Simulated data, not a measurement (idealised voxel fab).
Herein follows the process module entitled voxel self aligned contacts.
Section cut is 185 nm wide and gridded with 5 nm square cells.
A cross-section is written here as square cells arranged in a grid, and it is given in bands from the top down, each band taking up one or more rows of cells. Band: top and bottom heights (nm) first, top before bottom; then materials from left to right, widths in nm. "full width" marks a sole material filling the band edge to edge. "air" denotes empty space. Height reference: 0 = level under which incoming wafer is all one material. Lowest band: no bottom, runs on downward, e.g. "0 and below". Quick explanation for "30->40": the width changes in equal steps down the rows of cells, from the first number in the band's top row to the second number in its bottom row. You'll sometimes find "nothing was modified" written for a step, and that's the way of saying that nowhere in the cross-section did a cell change during that step. Enclosed voids (no open way to top), threshold 8 cells or more, entry "Entrapped voids", notation width x height at distance, distance from left edge, nm. What comes after the settings on a step's line is commentary from the simulator itself on that step. overlay nm: mask offset rightward from planned place, masked step; negative means leftward offset.

## So here's the lineup of process steps we planned
step 1: RECEIVE,material Si
step 2: CONFORMAL_DEP,material SiO2,thk nm 5
step 3: DIRECTIONAL_DEP,material polySi,thk nm 25
step 4: DIRECTIONAL_DEP,material SiN,thk nm 20
step 5: MASKED_ETCH,tone cover,mask id GATE,width nm 25,pitch nm 55,etch materials SiN,depth nm 20,overlay nm 0
step 6: MASKED_ETCH,tone cover,mask id GATE,width nm 25,pitch nm 55,etch materials polySi,depth nm 25,overlay nm 0
step 7: CONFORMAL_DEP,material SiN,thk nm 5
step 8: DIRECTIONAL_ETCH,etch materials SiN,depth nm 5
step 9: FILL_DEP,material SiO2,thk nm 15
step 10: CMP,height nm 60
step 11: DIRECTIONAL_DEP,material aC,thk nm 15
step 12: PATTERN,tone open,mask id CONTACT,material resist,width nm 40,thk nm 35,overlay nm 0
step 13: DIRECTIONAL_ETCH,etch materials aC,depth nm 15
step 14: STRIP,etch materials resist
step 15: DIRECTIONAL_ETCH,etch materials SiO2,depth nm 60
step 16: STRIP,etch materials aC
step 17: CONFORMAL_DEP,material TiN,thk nm 5
step 18: FILL_DEP,material Ru,thk nm 10
step 19: CMP,height nm 60
step 20: CONFORMAL_DEP,material SiCN,thk nm 5

## Cross-section: wafer on arrival = after step 1
	0 and below = Si full width
	Entrapped voids: none

## Cross-section, end of module. Start: as above. Plan: as above. Execution: one mistake
	65 down to 60 = SiCN full width
	60 down to 50 = SiO2 (70), then TiN (5->15), then Ru (30->15), then TiN (5->10), then SiO2 (75)
	50 down to 35 = SiO2 (50), then SiN (30), then TiN (5), then Ru (15), then TiN (5), then SiN (30), then SiO2 (50)
	35 down to 30 = SiO2 (50), then SiN (30), then TiN (5), then Ru (10), then TiN (10), then SiN (30), then SiO2 (50)
	30 down to 5 = SiO2 (45), then SiN (5), then polySi (25), then SiN (5), then TiN (5), then Ru (10), then TiN (5), then SiN (5), then polySi (25), then SiN (5), then SiO2 (50)
	5 down to 0 = SiO2 (80), then TiN (20), then SiO2 (85)
	0 and below = Si full width
	Entrapped voids: none
Error vs. plan: off-plan run, step 5, actual operation and settings MASKED_ETCH,tone cover,mask id GATE,width nm 20,pitch nm 55,etch materials SiN,depth nm 20,overlay nm 0
